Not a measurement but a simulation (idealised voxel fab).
The process module presented herein is designated voxel double patterning.
The cross-section on display is named cut; it measures 290 nm wide, and its cells are 5 nm squares.
Each cross-section below is a grid of square cells, stated as bands in top-down order, with one or more rows of cells making up each band. It is stipulated that each band's entry specify, in nanometres, the height of the top of the band and then that of its bottom, followed by the materials of the band in left-to-right sequence, each together with its width in nanometres. A single material marked by the word "full width" is understood to fill the band from edge to edge; the word "blank" is understood to denote empty space. Heights are measured from 0, the level below which the as-received wafer is all one material; the lowest band has no bottom and continues downward, written as in "from 0 down". Top row gets the first number, bottom row gets the second, and each row in between changes by the same step: that is how a band width like "30->40" works. Where the words "no change occurred" appear for a step, the cross-section shows no cell changed by that step; every cell remained as before. Voids not open to the top, 8 cells minimum: see "Fully closed voids". Written width x height at distance; distance is from the left edge; nm. Where a step's line continues beyond its settings, the continuation is a remark by the simulator itself on that step. When a step includes a mask, the "overlay nm" setting on its line states how far to the right of its planned place that mask lay, and negative values state how far to the left.
The process steps that were planned are listed below:
step 1: op RECEIVE | material Si
step 2: op CONFORMAL_DEP | material SiO2 | thk nm 5
step 3: op DIRECTIONAL_DEP | material TiN | thk nm 20
step 4: op DIRECTIONAL_DEP | material SiCN | thk nm 10
step 5: op DIRECTIONAL_DEP | material aC | thk nm 10
step 6: op PATTERN | tone open | mask id FIRST | material resist | width nm 15 | pitch nm 50 | thk nm 25 | overlay nm 0
step 7: op DIRECTIONAL_ETCH | etch materials aC | depth nm 10
step 8: op STRIP | etch materials resist
step 9: op DIRECTIONAL_ETCH | etch materials SiCN | depth nm 10
step 10: op STRIP | etch materials aC
step 11: op DIRECTIONAL_DEP | material aC | thk nm 15
step 12: op PATTERN | tone open | mask id SECOND | material resist | width nm 15 | pitch nm 50 | thk nm 35 | overlay nm 0
step 13: op DIRECTIONAL_ETCH | etch materials aC | depth nm 15
step 14: op STRIP | etch materials resist
step 15: op DIRECTIONAL_ETCH | etch materials SiCN | depth nm 10
step 16: op STRIP | etch materials aC
step 17: op DIRECTIONAL_ETCH | etch materials TiN | depth nm 20
step 18: op STRIP | etch materials SiCN
Incoming wafer in cross-section (state: after step 1):
- from 0 down = Si full width
- Fully closed voids: none
One mistake in running the module, otherwise start and plan as above: cross-section at the end:
- from 25 to 20 = SiO2 full width
- from 20 to 0 = TiN full width
- from 0 down = Si full width
- Fully closed voids: none
Short version of what went wrong: so 2 and 3 got swapped relative to the plan, each ran where the other was supposed to
